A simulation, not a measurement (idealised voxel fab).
Presented below is a process module, voxel capacitor over wiring.
Shown is cross-section cut, with a width of 275 nm and square cells of size 5 nm.
Notation: cross-section as square-cell grid; stated in bands, top first, going down; one or more cell rows per band.
Read a band's entry like this: the first values are the height of its top and the height of its bottom in nm, and what follows is the sequence of materials from left to right, each with its width in nm. Note that "blank" is empty space, and that a single material marked "all across" reaches across the band from edge to edge.
Heights are measured from 0, the level below which the as-received wafer is all one material; the lowest band has no bottom and continues downward, written as in "0 and below".
You'd read "30..40" like this: the band's top row of cells is as wide as the first number, its bottom row is as wide as the second, and going down, every row changes width by the same amount as the row before did.
Any step labelled "left unchanged" changed none of the cells in the cross-section.
"Enclosed void list": empty spaces of 8 cells or more with no open way to the top, each given as width x height at distance, distance from the left edge, all in nm.
On each step's line, the part that comes after the settings is the simulator's own comment on the step.
A step line may carry the setting "overlay nm", which, for steps involving a mask, states the distance by which the mask lay to the right of its intended position; negative values denote displacement to the left.

**plan**
1: RECEIVE [material Si]
2: CONFORMAL_DEP [material SiO2] [thk nm 10]
3: CONFORMAL_DEP [material SiCN] [thk nm 5]
4: DIRECTIONAL_DEP [material lowk] [thk nm 20]
5: MASKED_ETCH [tone open] [mask id METAL_1] [width nm 30] [pitch nm 90] [etch materials lowk] [depth nm 20] [overlay nm 0]
6: MASKED_ETCH [tone open] [mask id METAL_1] [width nm 30] [pitch nm 90] [etch materials SiCN] [depth nm 5] [overlay nm 0]
7: CONFORMAL_DEP [material TiN] [thk nm 5]
8: FILL_DEP [material Cu] [thk nm 5]
9: CMP [height nm 35]
10: CONFORMAL_DEP [material SiCN] [thk nm 5]
11: DIRECTIONAL_DEP [material SiO2] [thk nm 15]
12: PATTERN [tone open] [mask id PLUG_1] [material resist] [width nm 15] [thk nm 20] [overlay nm 0]
13: DIRECTIONAL_ETCH [etch materials SiO2] [depth nm 15]
14: DIRECTIONAL_ETCH [etch materials SiCN] [depth nm 5]
15: STRIP [etch materials resist]
16: CONFORMAL_DEP [material TiN] [thk nm 5]
17: FILL_DEP [material Ru] [thk nm 10]
18: CMP [height nm 55]
19: DIRECTIONAL_DEP [material TiN] [thk nm 5]
20: DIRECTIONAL_DEP [material SiN] [thk nm 5]
21: DIRECTIONAL_DEP [material TiN] [thk nm 5]
22: MASKED_ETCH [tone cover] [mask id UPPER_PLATE] [width nm 65] [etch materials TiN] [depth nm 5] [overlay nm 0]
23: MASKED_ETCH [tone cover] [mask id UPPER_PLATE] [width nm 65] [etch materials SiN] [depth nm 5] [overlay nm 0]
24: PATTERN [tone cover] [mask id LOWER_PLATE] [material resist] [width nm 75] [thk nm 15] [overlay nm 0]
25: DIRECTIONAL_ETCH [etch materials TiN] [depth nm 5]
26: STRIP [etch materials resist]
27: FILL_DEP [material SiO2] [thk nm 20]
28: CMP [height nm 85]
29: MASKED_ETCH [tone open] [mask id PLUG_2] [width nm 15] [etch materials SiO2] [depth nm 15] [overlay nm 0]
30: CONFORMAL_DEP [material TiN] [thk nm 5]
31: FILL_DEP [material Ru] [thk nm 5]
32: CMP [height nm 85]
33: CONFORMAL_DEP [material SiN] [thk nm 5]

**Received-state cross-section, reflecting completion of step 1**
0 and below: Si all across
Enclosed void list: none

**First of two wafers at the end of the module, shown in cross-section; run carried out as planned**
90 down to 85: SiN all across
85 down to 75: 100 SiO2, 5 TiN, 5 Ru, 5 TiN, 160 SiO2
75 down to 65: 100..90 SiO2, 15..65 TiN, 160..120 SiO2
65 down to 60: 90 SiO2, 65 SiN, 120 SiO2
60 down to 55: 85 SiO2, 75 TiN, 115 SiO2
55 down to 40: 90 SiO2, 5 TiN, 5 Ru, 5 TiN, 170 SiO2
40 down to 35: 90 SiCN, 15 TiN, 170 SiCN
35 down to 15: 75 lowk, 5 TiN, 20 Cu, 5 TiN, 60 lowk, 5 TiN, 20 Cu, 5 TiN, 80 lowk
15 down to 10: 75 SiCN, 30 TiN, 60 SiCN, 30 TiN, 80 SiCN
10 down to 0: SiO2 all across
0 and below: Si all across
Enclosed void list: none

**End-of-module cross-section of the second wafer: identical starting point and process plan to the first, with one processing mistake**
90 down to 85: SiN all across
85 down to 75: 100 SiO2, 5 TiN, 5 Ru, 5 TiN, 160 SiO2
75 down to 70: 100 SiO2, 15 TiN, 160 SiO2
70 down to 65: 85 SiO2, 5 TiN, 65 SiO2, 5 TiN, 115 SiO2
65 down to 60: SiN all across
60 down to 55: TiN all across
55 down to 40: 90 SiO2, 5 TiN, 5 Ru, 5 TiN, 170 SiO2
40 down to 35: 90 SiCN, 15 TiN, 170 SiCN
35 down to 15: 75 lowk, 5 TiN, 20 Cu, 5 TiN, 60 lowk, 5 TiN, 20 Cu, 5 TiN, 80 lowk
15 down to 10: 75 SiCN, 30 TiN, 60 SiCN, 30 TiN, 80 SiCN
10 down to 0: SiO2 all across
0 and below: Si all across
Enclosed void list: none
Short version of what went wrong: step 22 ran with different settings than intended, the actual operation and settings being MASKED_ETCH [tone open] [mask id UPPER_PLATE] [width nm 65] [etch materials TiN] [depth nm 5] [overlay nm 0]
at the end the second wafer has, in cells: SiN +42; SiO2 -71; TiN +29
